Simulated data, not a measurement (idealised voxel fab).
This is a process module. Its name is voxel released beams.
The figure presents cross-section cut, which has a width of 240 nm and is divided into square cells with an edge length of 5 nm.
For the purposes of this document, a cross-section shall be understood as a grid of square cells, specified as bands listed in top-to-bottom order, each band consisting of one or more rows of cells.
What a band's entry tells you: where the top is and where the bottom is, as heights in nm, and after that what lies inside, material by material from left to right, each with its width in nm. Empty space is written as the word "blank", and a single material marked with the word "everywhere" occupies the band from edge to edge.
Heights are expressed relative to 0, this being the level below which the as-received wafer comprises one material exclusively. The lowest band is unbounded in the downward direction and is denoted as in "0..down".
A two-number width, for instance "30->40", indicates that the width is equal to the first number in the top row of the band and to the second number in the bottom row, and that it changes by a constant amount per row of cells.
Where a step carries "identical to before", the cross-section came out of it unchanged, cell for cell.
You'll see "Enclosed void inventory" listing empty spaces that have no way open to the top, as long as they're 8 cells or more; the notation is width x height at distance, where the distance is from the left edge, and all of it is in nm.
Note: text after step settings on the step line = simulator remark on that step.
Steps that use a mask can have "overlay nm" on their line. It says how far the mask sat to the right of where it was meant to be. Negative means to the left.

**This section lists the process steps that were planned**
1 RECEIVE | material Si
2 CONFORMAL_DEP | material Al2O3 | thk nm 5
3 DIRECTIONAL_DEP | material SiO2 | thk nm 20
4 MASKED_ETCH | tone open | mask id ANCHOR | width nm 25 | etch materials SiO2 | depth nm 20 | overlay nm 0
5 CONFORMAL_DEP | material polySi | thk nm 10
6 MASKED_ETCH | tone cover | mask id BEAM | width nm 110 | etch materials polySi | depth nm 10 | overlay nm 0
7 STRIP | etch materials SiO2

**Cross-section, incoming material, after step 1**
	0..down  Si everywhere
	Enclosed void inventory: none

**Cross-sectional image of the first of two wafers at the end of the module, the run having proceeded as planned**
	35..25  60 blank / 15 polySi / 5 blank / 90 polySi / 70 blank
	25..15  65 blank / 10 polySi / 5 blank / 10 polySi / 150 blank
	15..5  65 blank / 25 polySi / 150 blank
	5..0  Al2O3 everywhere
	0..down  Si everywhere
	Enclosed void inventory: none

**Second wafer through the module, sectioned at the end: same beginning and same plan as the first wafer, with one mistake in carrying it out**
	35..25  60 blank / 15 polySi / 5 blank / 90 polySi / 70 blank
	25..15  65 blank / 10 polySi / 5 blank / 10 polySi / 150 blank
	15..5  65 blank / 25 polySi / 150 blank
	5..0  polySi everywhere
	0..down  Si everywhere
	Enclosed void inventory: none
Want to know what went wrong? for step 2, the planned setting was not used; the step was instead run as CONFORMAL_DEP | material polySi | thk nm 5
Upon completion, the second wafer contains, in terms of cells, a greater or smaller amount of certain materials than the first wafer: Al2O3 -48, polySi +48
